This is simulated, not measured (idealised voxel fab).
Title: Process Module voxel wiring stack
Xsec cut, 195 nm wide, square cell size 5 nm.
Just so we're on the same page, the cross-sections are grids of square cells, and they're listed out in bands top to bottom, each band one or more rows deep. The entry gives the band's vertical extent as a top height and a bottom height in nm, then its horizontal make-up as materials from left to right, each with a width in nm. "air" stands for empty space; a single material marked "edge to edge" fills the band edge to edge. A quick word on heights: they are counted from 0, and under that level the wafer as it came to us is one material throughout. The lowest band is different from the rest in having no bottom; it simply continues downward, written as in "z 0 and below". Think of "30->40" as a width that walks from the first number to the second as you go down the band, top row to bottom row, taking equal-sized steps from row to row. It should be understood that the words "nothing got changed", when stated for a given step, signify that the cross-section underwent no change in any of its cells during that step. Under "Enclosed void inventory" you'll find the enclosed gaps, the ones with no way out to the top, that are 8 cells or bigger; each reads width x height at distance, with distance counted from the left edge, everything in nm. It should be noted that, on the line of a given step, the content following the step's settings is a remark produced by the simulator itself with respect to that step. Steps that use a mask can have "overlay nm" on their line. It says how far the mask sat to the right of where it was meant to be. Negative means to the left.

### Here's what the planned process steps look like
1 RECEIVE with material Si
2 CONFORMAL_DEP with material SiO2, thk nm 15
3 DIRECTIONAL_DEP with material TiN, thk nm 5
4 DIRECTIONAL_DEP with material Ru, thk nm 20
5 PATTERN with tone cover, mask id METAL_1, material resist, width nm 20, pitch nm 45, thk nm 20, overlay nm 0
6 DIRECTIONAL_ETCH with etch materials Ru, depth nm 20
7 DIRECTIONAL_ETCH with etch materials TiN, depth nm 5
8 STRIP with etch materials resist
9 FILL_DEP with material lowk, thk nm 10
10 CMP with height nm 40
11 CONFORMAL_DEP with material SiCN, thk nm 5
12 DIRECTIONAL_DEP with material lowk, thk nm 15
13 DIRECTIONAL_DEP with material aC, thk nm 15
14 PATTERN with tone open, mask id PLUG_1, material resist, width nm 15, pitch nm 45, thk nm 35, overlay nm 0
15 DIRECTIONAL_ETCH with etch materials aC, depth nm 15
16 STRIP with etch materials resist
17 DIRECTIONAL_ETCH with etch materials lowk, depth nm 15
18 DIRECTIONAL_ETCH with etch materials SiCN, depth nm 5
19 STRIP with etch materials aC
20 EPI with material Ru, thk nm 10
21 EPI with material Ru, thk nm 10
22 CONFORMAL_DEP with material SiN, thk nm 5
23 DIRECTIONAL_DEP with material SiO2, thk nm 15
24 DIRECTIONAL_DEP with material aC, thk nm 10
25 PATTERN with tone open, mask id METAL_2, material resist, width nm 20, pitch nm 45, thk nm 30, overlay nm 0
26 DIRECTIONAL_ETCH with etch materials aC, depth nm 10
27 STRIP with etch materials resist
28 DIRECTIONAL_ETCH with etch materials SiO2, depth nm 15
29 DIRECTIONAL_ETCH with etch materials SiN, depth nm 5
30 STRIP with etch materials aC
31 CONFORMAL_DEP with material TiN, thk nm 5
32 FILL_DEP with material Cu, thk nm 10
33 CMP with height nm 80
34 CONFORMAL_DEP with material SiCN, thk nm 5
35 DIRECTIONAL_DEP with material lowk, thk nm 30
36 DIRECTIONAL_DEP with material aC, thk nm 15
37 PATTERN with tone open, mask id METAL_3, material resist, width nm 20, pitch nm 45, thk nm 35, overlay nm 0
38 DIRECTIONAL_ETCH with etch materials aC, depth nm 15
39 STRIP with etch materials resist
40 DIRECTIONAL_ETCH with etch materials lowk, depth nm 15
41 STRIP with etch materials aC
42 MASKED_ETCH with tone open, mask id METAL_3_HOLES, width nm 15, pitch nm 45, etch materials lowk, depth nm 15, overlay nm 0
43 MASKED_ETCH with tone open, mask id METAL_3_HOLES, width nm 15, pitch nm 45, etch materials SiCN, depth nm 5, overlay nm 0
44 CONFORMAL_DEP with material TiN, thk nm 5
45 FILL_DEP with material Cu, thk nm 5
46 CMP with height nm 115
47 CONFORMAL_DEP with material SiCN, thk nm 5
48 DIRECTIONAL_DEP with material lowk, thk nm 10
49 MASKED_ETCH with tone open, mask id PLUG_3, width nm 15, pitch nm 45, etch materials lowk, depth nm 10, overlay nm 0
50 MASKED_ETCH with tone open, mask id PLUG_3, width nm 15, pitch nm 45, etch materials SiCN, depth nm 5, overlay nm 0
51 CONFORMAL_DEP with material TiN, thk nm 5
52 FILL_DEP with material Cu, thk nm 5
53 CMP with height nm 130
54 CONFORMAL_DEP with material SiCN, thk nm 5
55 DIRECTIONAL_DEP with material SiO2, thk nm 25
56 DIRECTIONAL_DEP with material aC, thk nm 10
57 PATTERN with tone open, mask id METAL_4, material resist, width nm 20, pitch nm 45, thk nm 25, overlay nm 0
58 DIRECTIONAL_ETCH with etch materials aC, depth nm 10
59 STRIP with etch materials resist
60 DIRECTIONAL_ETCH with etch materials SiO2, depth nm 25
61 DIRECTIONAL_ETCH with etch materials SiCN, depth nm 5
62 STRIP with etch materials aC
63 CONFORMAL_DEP with material TiN, thk nm 5
64 FILL_DEP with material Cu, thk nm 5
65 CMP with height nm 160
66 CONFORMAL_DEP with material SiCN, thk nm 5

### Incoming wafer, cross-sectional view, post step 1
z 0 and below: Si edge to edge
Enclosed void inventory: none

### Below is the wafer in cross-section after the module was completed. It began from the starting point shown above and followed the plan shown above, except that one mistake was made while running it
z 165 to 160: SiCN edge to edge
z 160 to 135: SiO2: 40; TiN: 5; Cu: 10; TiN: 5; SiO2: 25; TiN: 5; Cu: 10; TiN: 5; SiO2: 25; TiN: 5; Cu: 10; TiN: 5; SiO2: 45
z 135 to 130: SiCN: 40; TiN: 20; SiCN: 25; TiN: 20; SiCN: 25; TiN: 20; SiCN: 45
z 130 to 120: lowk: 40; TiN: 5; Cu: 5; TiN: 5; lowk: 30; TiN: 5; Cu: 5; TiN: 5; lowk: 30; TiN: 5; Cu: 5; TiN: 5; lowk: 50
z 120 to 115: SiCN: 40; TiN: 15; SiCN: 30; TiN: 15; SiCN: 30; TiN: 15; SiCN: 50
z 115 to 105: lowk: 40; TiN: 5; Cu: 10; TiN: 5; lowk: 25; TiN: 5; Cu: 10; TiN: 5; lowk: 25; TiN: 5; Cu: 10; TiN: 5; lowk: 45
z 105 to 100: lowk: 40; TiN: 5; Cu: 5; TiN: 10; lowk: 25; TiN: 5; Cu: 5; TiN: 10; lowk: 25; TiN: 5; Cu: 5; TiN: 10; lowk: 45
z 100 to 85: lowk: 40; TiN: 5; Cu: 5; TiN: 5; lowk: 30; TiN: 5; Cu: 5; TiN: 5; lowk: 30; TiN: 5; Cu: 5; TiN: 5; lowk: 50
z 85 to 80: SiCN: 40; TiN: 15; SiCN: 30; TiN: 15; SiCN: 30; TiN: 15; SiCN: 50
z 80 to 75: Ru edge to edge
z 75 to 60: Cu edge to edge
z 60 to 45: lowk edge to edge
z 45 to 40: SiCN edge to edge
z 40 to 20: lowk: 40; Ru: 20; lowk: 25; Ru: 20; lowk: 25; Ru: 20; lowk: 45
z 20 to 15: lowk: 40; TiN: 20; lowk: 25; TiN: 20; lowk: 25; TiN: 20; lowk: 45
z 15 to 0: SiO2 edge to edge
z 0 and below: Si edge to edge
Enclosed void inventory: none
Run error: step 13 was not run as planned; what actually ran was DIRECTIONAL_DEP with material Cu, thk nm 15
